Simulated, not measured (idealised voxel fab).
Process module, titled voxel spacer lines
Section cut is 275 nm wide and gridded with 5 nm square cells.
A cross-section in this document is a grid of square cells, and it is written down as bands, the top band listed before the ones below it; a band is made up of one or more rows of cells. Top, bottom (nm), then materials left to right with widths (nm); lone material tagged "all across" fills the whole band edge to edge; "empty" = empty space. The reference from which all heights are counted is 0, the level beneath which the as-received wafer is entirely one material; the lowest band, having no lower bound, proceeds downward and is written after the example "top 0, no bottom". It should be noted that a width expressed as "30..40" varies in equal increments from row to row of cells within the band, taking the value of the first number at the top row and that of the second number at the bottom row. Where a step carries "no modifications", the cross-section came out of it unchanged, cell for cell. Heads up: "Closed internal voids" only lists the empty pockets with no open path to the top that are 8 cells or more, and it writes them as width x height at distance, distance from the left edge, in nm. Past the settings on a step's line: simulator remark, on that step. The optional step-line setting "overlay nm" applies to steps with a mask and quantifies how far to the right of its planned location the mask lay, a negative value indicating leftward placement.
Planned process steps
| 1 | RECEIVE, material Si |
| 2 | CONFORMAL_DEP, material Al2O3, thk nm 5 |
| 3 | DIRECTIONAL_DEP, material W, thk nm 20 |
| 4 | DIRECTIONAL_DEP, material polySi, thk nm 20 |
| 5 | PATTERN, tone cover, mask id MANDREL, material resist, width nm 15, pitch nm 60, thk nm 25, overlay nm 0 |
| 6 | DIRECTIONAL_ETCH, etch materials polySi, depth nm 20 |
| 7 | STRIP, etch materials resist |
| 8 | CONFORMAL_DEP, material SiO2, thk nm 10 |
| 9 | DIRECTIONAL_ETCH, etch materials SiO2, depth nm 10 |
| 10 | STRIP, etch materials polySi |
| 11 | DIRECTIONAL_ETCH, etch materials W, depth nm 20 |
| 12 | STRIP, etch materials SiO2 |
| 13 | FILL_DEP, material SiO2, thk nm 5 |
| 14 | CMP, height nm 25 |
Be aware that, although all wafers share a common starting state, the width nm at step 5 differs among them, and the plan displays the first wafer's value.
As received, i.e. after step 1: cross-section through the first of several wafers
  top 0, no bottom: Si all across
  Closed internal voids: none
Take a look at the first of several wafers in cross-section: the module is done, and step 14 was its last step
  top 25, bottom 5: SiO2 (90), W (10), SiO2 (15), W (10), SiO2 (25), W (10), SiO2 (15), W (10), SiO2 (90)
  top 5, bottom 0: Al2O3 all across
  top 0, no bottom: Si all across
  Closed internal voids: none
Final wafer of several, shown in cross-section at the end of the module
  top 25, bottom 5: SiO2 (80), W (10), SiO2 (35), W (10), SiO2 (5), W (10), SiO2 (35), W (10), SiO2 (80)
  top 5, bottom 0: Al2O3 all across
  top 0, no bottom: Si all across
  Closed internal voids: none
So in this table every wafer gets its own row, and what you see is where it stands at the end of the module: for each material, how many cells it picked up (+) or gave up (-) since we received it, and after that its closed voids
width nm 15 | +55 Al2O3 | +188 SiO2 | +32 W | Closed internal voids: none
width nm 20 | +55 Al2O3 | +188 SiO2 | +32 W | Closed internal voids: none
width nm 25 | +55 Al2O3 | +188 SiO2 | +32 W | Closed internal voids: none
width nm 30 | +55 Al2O3 | +188 SiO2 | +32 W | Closed internal voids: none
width nm 35 | +55 Al2O3 | +188 SiO2 | +32 W | Closed internal voids: none
